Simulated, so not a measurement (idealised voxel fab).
A process module follows: voxel air gaps.
Section shown: cut. Width: 250 nm. Cell size: 5 nm, square.
Cross-section = grid of square cells, listed top down in bands; band = one or more rows. In this notation a band is specified by the heights of its top and bottom, in that order and in nm, after which its materials appear from left to right, each paired with its width in nm. The word "all across" attached to a single material means that material fills the band from edge to edge; the word "blank" stands for empty space. A quick word on heights: they are counted from 0, and under that level the wafer as it came to us is one material throughout. The lowest band is different from the rest in having no bottom; it simply continues downward, written as in "0 and below". A width given as "30->40" starts at the first number in the band's top row and ends at the second number in its bottom row, shifting by an equal amount at every step from row to row. No cell of the cross-section changed in a step that is given as "no alteration". The entry titled "Closed void roster" provides the empty spaces that have no open way to the top, restricted to those of 8 cells or more. Each is presented as width x height at distance, the distance being measured from the left edge, with all three in nm. Read whatever lies past the settings on a step's line as the simulator's own remark about the step. A step line may carry the setting "overlay nm", which, for steps involving a mask, states the distance by which the mask lay to the right of its intended position; negative values denote displacement to the left.
The process steps that were planned are listed below:
1) RECEIVE: material Si
2) CONFORMAL_DEP: material SiO2, thk nm 15
3) CONFORMAL_DEP: material SiN, thk nm 5
4) DIRECTIONAL_DEP: material SiO2, thk nm 40
5) PATTERN: tone open, mask id LINES, material resist, width nm 25, pitch nm 55, thk nm 15, overlay nm 0
6) DIRECTIONAL_ETCH: etch materials SiO2, depth nm 40
7) STRIP: etch materials resist
8) CONFORMAL_DEP: material TiN, thk nm 5
9) FILL_DEP: material W, thk nm 5
10) CMP: height nm 60
11) EPI: material Ru, thk nm 10
12) SELECTIVE_ETCH: etch materials SiO2, depth nm 50
13) CONFORMAL_DEP: material SiN, thk nm 5
As-received state of the wafer in cross-section, equivalent to post-step 1:
> 0 and below = Si all across
> Closed void roster: none
As-planned run: cross-section of the first of two wafers at end of module:
> 75 down to 70 = 40 of blank, 165 of SiN, 45 of blank
> 70 down to 60 = 40 of blank, 5 of SiN, 45 of Ru, 10 of SiN, 45 of Ru, 10 of SiN, 45 of Ru, 5 of SiN, 45 of blank
> 60 down to 55 = 40 of blank, 15 of SiN, 5 of TiN, 15 of W, 5 of TiN, 30 of SiN, 5 of TiN, 15 of W, 5 of TiN, 30 of SiN, 5 of TiN, 15 of W, 5 of TiN, 15 of SiN, 45 of blank
> 55 down to 25 = 50 of blank, 5 of SiN, 5 of TiN, 15 of W, 5 of TiN, 5 of SiN, 20 of blank, 5 of SiN, 5 of TiN, 15 of W, 5 of TiN, 5 of SiN, 20 of blank, 5 of SiN, 5 of TiN, 15 of W, 5 of TiN, 5 of SiN, 55 of blank
> 25 down to 20 = 55 of SiN, 25 of TiN, 30 of SiN, 25 of TiN, 30 of SiN, 25 of TiN, 60 of SiN
> 20 down to 15 = SiN all across
> 15 down to 0 = SiO2 all across
> 0 and below = Si all across
> Closed void roster: 20 x 30 at 85; 20 x 30 at 140
So this is wafer number two of the two, cut at the end of the module - it started where the first did and had the same plan, we just got one thing wrong running it:
> 75 down to 70 = SiN all across
> 70 down to 60 = 65 of Ru, 5 of SiN, 50 of Ru, 5 of SiN, 50 of Ru, 5 of SiN, 70 of Ru
> 60 down to 55 = 50 of W, 5 of TiN, 25 of SiN, 5 of TiN, 20 of W, 5 of TiN, 25 of SiN, 5 of TiN, 20 of W, 5 of TiN, 25 of SiN, 5 of TiN, 55 of W
> 55 down to 25 = 50 of W, 5 of TiN, 5 of SiN, 15 of blank, 5 of SiN, 5 of TiN, 20 of W, 5 of TiN, 5 of SiN, 15 of blank, 5 of SiN, 5 of TiN, 20 of W, 5 of TiN, 5 of SiN, 15 of blank, 5 of SiN, 5 of TiN, 55 of W
> 25 down to 20 = 55 of TiN, 25 of SiN, 30 of TiN, 25 of SiN, 30 of TiN, 25 of SiN, 60 of TiN
> 20 down to 15 = SiN all across
> 15 down to 0 = SiO2 all across
> 0 and below = Si all across
> Closed void roster: 15 x 30 at 60; 15 x 30 at 115; 15 x 30 at 170
The mistake made against the process plan was this: step 5 was not run as planned; what actually ran was PATTERN: tone cover, mask id LINES, material resist, width nm 25, pitch nm 55, thk nm 15, overlay nm 0
Heads up, by the end the second wafer has more or fewer cells of some materials compared to the first: 40 more of Ru, 12 fewer of SiN, 20 more of TiN, 140 more of W
Upon completion, the first wafer exhibits 2 closed voids and the second wafer exhibits 3.
